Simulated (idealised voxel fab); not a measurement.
Process module under the name voxel self aligned contacts
The cross-section on display is named cut; it measures 225 nm wide, and its cells are 5 nm squares.
A cross-section is a grid of square cells, given in bands from the top down. A band is one or more rows of cells.
Within each band entry, the heights of the top and of the bottom of the band appear first, in that order and in nm; the materials of the band then follow from left to right, each with its corresponding width in nm. The designation "edge to edge" on a single material indicates that it fills the band from edge to edge; the designation "empty" indicates empty space.
Heights are expressed relative to 0, this being the level below which the as-received wafer comprises one material exclusively. The lowest band is unbounded in the downward direction and is denoted as in "from 0 down".
Per-row width for "30 to 40": begins at first number (top row of band), ends at second number (bottom row), increment between rows held constant.
Take "left unchanged" at face value: in the step it is given for, the cross-section changed in none of its cells.
"Closed voids list": empty spaces of 8 cells or more with no open way to the top, each given as width x height at distance, distance from the left edge, all in nm.
Read whatever lies past the settings on a step's line as the simulator's own remark about the step.
If you see "overlay nm" on a step's line and that step has a mask, it's telling you how far right of where it was planned the mask ended up; a negative number means it went left instead.
# The following list gives the planned process steps
| 1 | RECEIVE: material Si |
| 2 | CONFORMAL_DEP: material SiO2, thk nm 5 |
| 3 | DIRECTIONAL_DEP: material polySi, thk nm 25 |
| 4 | DIRECTIONAL_DEP: material SiN, thk nm 20 |
| 5 | MASKED_ETCH: tone cover, mask id GATE, width nm 30, pitch nm 70, etch materials SiN, depth nm 20, overlay nm 0 |
| 6 | MASKED_ETCH: tone cover, mask id GATE, width nm 30, pitch nm 70, etch materials polySi, depth nm 25, overlay nm 0 |
| 7 | CONFORMAL_DEP: material SiN, thk nm 10 |
| 8 | DIRECTIONAL_ETCH: etch materials SiN, depth nm 10 |
| 9 | FILL_DEP: material SiO2, thk nm 10 |
| 10 | CMP: height nm 55 |
| 11 | PATTERN: tone open, mask id CONTACT, material resist, width nm 50, thk nm 20, overlay nm -15 |
| 12 | DIRECTIONAL_ETCH: etch materials SiO2, depth nm 55 |
| 13 | STRIP: etch materials resist |
| 14 | CONFORMAL_DEP: material TiN, thk nm 5 |
| 15 | FILL_DEP: material Ru, thk nm 10 |
| 16 | CMP: height nm 55 |
| 17 | CONFORMAL_DEP: material SiCN, thk nm 5 |
Same starting wafers, different overlay nm at step 11. Plan value belongs to the first wafer.
# First of several wafers, received after step 1, in cross-section
    from 0 down  Si edge to edge
    Closed voids list: none
# What follows is a table in which each wafer occupies a row; for the wafer as it stands at the close of the module, the row states, material by material, how many cells have been gained (+) or lost (-) since receipt, and then gives its closed voids
overlay nm -15 | +20 Ru | +45 SiCN | +120 SiN | +265 SiO2 | +30 TiN | +60 polySi | Closed voids list: none
overlay nm -10 | +20 Ru | +45 SiCN | +120 SiN | +265 SiO2 | +30 TiN | +60 polySi | Closed voids list: none
overlay nm -5 | +20 Ru | +45 SiCN | +120 SiN | +265 SiO2 | +30 TiN | +60 polySi | Closed voids list: none
overlay nm 0 | +20 Ru | +45 SiCN | +120 SiN | +265 SiO2 | +30 TiN | +60 polySi | Closed voids list: none
overlay nm 5 | +20 Ru | +45 SiCN | +120 SiN | +265 SiO2 | +30 TiN | +60 polySi | Closed voids list: none
overlay nm 10 | +20 Ru | +45 SiCN | +120 SiN | +265 SiO2 | +30 TiN | +60 polySi | Closed voids list: none
overlay nm 15 | +20 Ru | +45 SiCN | +120 SiN | +265 SiO2 | +30 TiN | +60 polySi | Closed voids list: none
